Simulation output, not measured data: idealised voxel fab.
Proc. module: voxel wiring stack
It is cross-section cut that appears here, measuring 300 nm in width, its square cells being 5 nm in size.
Notation: cross-section as square-cell grid; stated in bands, top first, going down; one or more cell rows per band. Band: top and bottom heights (nm) first, top before bottom; then materials from left to right, widths in nm. "throughout" marks a sole material filling the band edge to edge. "air" denotes empty space. Heights are measured from 0, the level below which the as-received wafer is all one material; the lowest band has no bottom and continues downward, written as in "0 nm and below". A width such as "30->40" changes by the same amount from each row of cells to the next, from the band's top row to its bottom row. Key: "nothing altered" - step with no changed cell in the cross-section. Heads up: "Sealed void list" only lists the empty pockets with no open path to the top that are 8 cells or more, and it writes them as width x height at distance, distance from the left edge, in nm. Past the settings on a step's line: simulator remark, on that step. Each step line may optionally specify "overlay nm", which for a step with a mask gives the rightward distance between the mask's planned place and where it lay, a negative value indicating the leftward direction.

Process steps - plan:
| 1 | op RECEIVE | material Si |
| 2 | op CONFORMAL_DEP | material SiO2 | thk nm 15 |
| 3 | op DIRECTIONAL_DEP | material TiN | thk nm 5 |
| 4 | op DIRECTIONAL_DEP | material Ru | thk nm 25 |
| 5 | op PATTERN | tone cover | mask id METAL_1 | material resist | width nm 20 | pitch nm 35 | thk nm 20 | overlay nm 0 |
| 6 | op DIRECTIONAL_ETCH | etch materials Ru | depth nm 25 |
| 7 | op DIRECTIONAL_ETCH | etch materials TiN | depth nm 5 |
| 8 | op STRIP | etch materials resist |
| 9 | op FILL_DEP | material SiO2 | thk nm 5 |
| 10 | op CMP | height nm 45 |
| 11 | op CONFORMAL_DEP | material SiCN | thk nm 5 |
| 12 | op DIRECTIONAL_DEP | material SiO2 | thk nm 30 |
| 13 | op PATTERN | tone open | mask id METAL_2_HOLES | material resist | width nm 15 | pitch nm 35 | thk nm 20 | overlay nm 0 |
| 14 | op DIRECTIONAL_ETCH | etch materials SiO2 | depth nm 30 |
| 15 | op STRIP | etch materials resist |
| 16 | op PATTERN | tone open | mask id METAL_2 | material resist | width nm 20 | pitch nm 35 | thk nm 20 | overlay nm 0 |
| 17 | op DIRECTIONAL_ETCH | etch materials SiO2 | depth nm 15 |
| 18 | op DIRECTIONAL_ETCH | etch materials SiCN | depth nm 5 |
| 19 | op STRIP | etch materials resist |
| 20 | op CONFORMAL_DEP | material TiN | thk nm 5 |
| 21 | op FILL_DEP | material Cu | thk nm 10 |
| 22 | op CMP | height nm 80 |
| 23 | op CONFORMAL_DEP | material SiCN | thk nm 5 |
| 24 | op DIRECTIONAL_DEP | material SiO2 | thk nm 10 |
| 25 | op MASKED_ETCH | tone open | mask id PLUG_2 | width nm 15 | pitch nm 35 | etch materials SiO2 | depth nm 10 | overlay nm 0 |
| 26 | op MASKED_ETCH | tone open | mask id PLUG_2 | width nm 15 | pitch nm 35 | etch materials SiCN | depth nm 5 | overlay nm 0 |
| 27 | op EPI | material Ru | thk nm 10 |
| 28 | op EPI | material Ru | thk nm 5 |
| 29 | op DIRECTIONAL_DEP | material TiN | thk nm 5 |
| 30 | op DIRECTIONAL_DEP | material Ru | thk nm 20 |
| 31 | op MASKED_ETCH | tone cover | mask id METAL_3 | width nm 20 | pitch nm 35 | etch materials Ru | depth nm 20 | overlay nm 0 |
| 32 | op MASKED_ETCH | tone cover | mask id METAL_3 | width nm 20 | pitch nm 35 | etch materials TiN | depth nm 5 | overlay nm 0 |
| 33 | op FILL_DEP | material SiO2 | thk nm 10 |
| 34 | op CMP | height nm 120 |
| 35 | op CONFORMAL_DEP | material SiCN | thk nm 5 |
| 36 | op DIRECTIONAL_DEP | material SiO2 | thk nm 20 |
| 37 | op DIRECTIONAL_DEP | material aC | thk nm 10 |
| 38 | op PATTERN | tone open | mask id PLUG_3 | material resist | width nm 15 | pitch nm 35 | thk nm 25 | overlay nm 0 |
| 39 | op DIRECTIONAL_ETCH | etch materials aC | depth nm 10 |
| 40 | op STRIP | etch materials resist |
| 41 | op DIRECTIONAL_ETCH | etch materials SiO2 | depth nm 20 |
| 42 | op DIRECTIONAL_ETCH | etch materials SiCN | depth nm 5 |
| 43 | op STRIP | etch materials aC |
| 44 | op CONFORMAL_DEP | material TiN | thk nm 5 |
| 45 | op FILL_DEP | material Cu | thk nm 10 |
| 46 | op CMP | height nm 145 |
| 47 | op DIRECTIONAL_DEP | material TiN | thk nm 5 |
| 48 | op DIRECTIONAL_DEP | material W | thk nm 25 |
| 49 | op MASKED_ETCH | tone cover | mask id METAL_4 | width nm 20 | pitch nm 35 | etch materials W | depth nm 25 | overlay nm 0 |
| 50 | op MASKED_ETCH | tone cover | mask id METAL_4 | width nm 20 | pitch nm 35 | etch materials TiN | depth nm 5 | overlay nm 0 |
| 51 | op CONFORMAL_DEP | material SiN | thk nm 5 |
| 52 | op FILL_DEP | material lowk | thk nm 5 |
| 53 | op CMP | height nm 175 |
| 54 | op CONFORMAL_DEP | material SiN | thk nm 5 |

As-received state of the wafer in cross-section, equivalent to post-step 1:
    0 nm and below: Si throughout
    Sealed void list: none

Starting structure and process plan are as shown above, but one mistake was made in running the module; the wafer cross-section at the end of the module follows:
    180 nm to 175 nm: SiN throughout
    175 nm to 150 nm: lowk=80 / SiN=5 / W=20 / SiN=5 / lowk=5 / SiN=5 / W=20 / SiN=5 / lowk=5 / SiN=5 / W=20 / SiN=5 / lowk=5 / SiN=5 / W=20 / SiN=5 / lowk=85
    150 nm to 145 nm: SiN=85 / TiN=20 / SiN=15 / TiN=20 / SiN=15 / TiN=20 / SiN=15 / TiN=20 / SiN=90
    145 nm to 125 nm: SiO2=85 / TiN=5 / Cu=5 / TiN=5 / SiO2=20 / TiN=5 / Cu=5 / TiN=5 / SiO2=20 / TiN=5 / Cu=5 / TiN=5 / SiO2=20 / TiN=5 / Cu=5 / TiN=5 / SiO2=95
    125 nm to 120 nm: SiCN=85 / TiN=15 / SiCN=20 / TiN=15 / SiCN=20 / TiN=15 / SiCN=20 / TiN=15 / SiCN=95
    120 nm to 100 nm: SiO2=85 / Ru=20 / SiO2=15 / Ru=20 / SiO2=15 / Ru=20 / SiO2=15 / Ru=20 / SiO2=90
    100 nm to 95 nm: SiO2=85 / TiN=20 / SiO2=15 / TiN=20 / SiO2=15 / TiN=20 / SiO2=15 / TiN=20 / SiO2=90
    95 nm to 85 nm: SiO2=85 / Ru=15 / SiO2=20 / Ru=15 / SiO2=20 / Ru=15 / SiO2=20 / Ru=15 / SiO2=95
    85 nm to 80 nm: SiCN=85 / Ru=15 / SiCN=20 / Ru=15 / SiCN=20 / Ru=15 / SiCN=20 / Ru=15 / SiCN=95
    80 nm to 70 nm: SiO2=85 / TiN=5 / Cu=10 / TiN=5 / SiO2=15 / TiN=5 / Cu=10 / TiN=5 / SiO2=15 / TiN=5 / Cu=10 / TiN=5 / SiO2=15 / TiN=5 / Cu=10 / TiN=5 / SiO2=90
    70 nm to 65 nm: SiO2=85 / TiN=5 / Cu=5 / TiN=10 / SiO2=15 / TiN=5 / Cu=5 / TiN=10 / SiO2=15 / TiN=5 / Cu=5 / TiN=10 / SiO2=15 / TiN=5 / Cu=5 / TiN=10 / SiO2=90
    65 nm to 50 nm: SiO2=85 / TiN=5 / Cu=5 / TiN=5 / SiO2=20 / TiN=5 / Cu=5 / TiN=5 / SiO2=20 / TiN=5 / Cu=5 / TiN=5 / SiO2=20 / TiN=5 / Cu=5 / TiN=5 / SiO2=95
    50 nm to 45 nm: SiCN=85 / TiN=15 / SiCN=20 / TiN=15 / SiCN=20 / TiN=15 / SiCN=20 / TiN=15 / SiCN=95
    45 nm to 35 nm: SiO2=85 / Ru=20 / SiO2=15 / Ru=20 / SiO2=15 / Ru=20 / SiO2=15 / Ru=20 / SiO2=90
    35 nm to 30 nm: SiO2=85 / TiN=20 / SiO2=15 / TiN=20 / SiO2=15 / TiN=20 / SiO2=15 / TiN=20 / SiO2=90
    30 nm to 0 nm: SiO2 throughout
    0 nm and below: Si throughout
    Sealed void list: none
Where did the run depart from the plan? twice over, step 2 of the plan was run
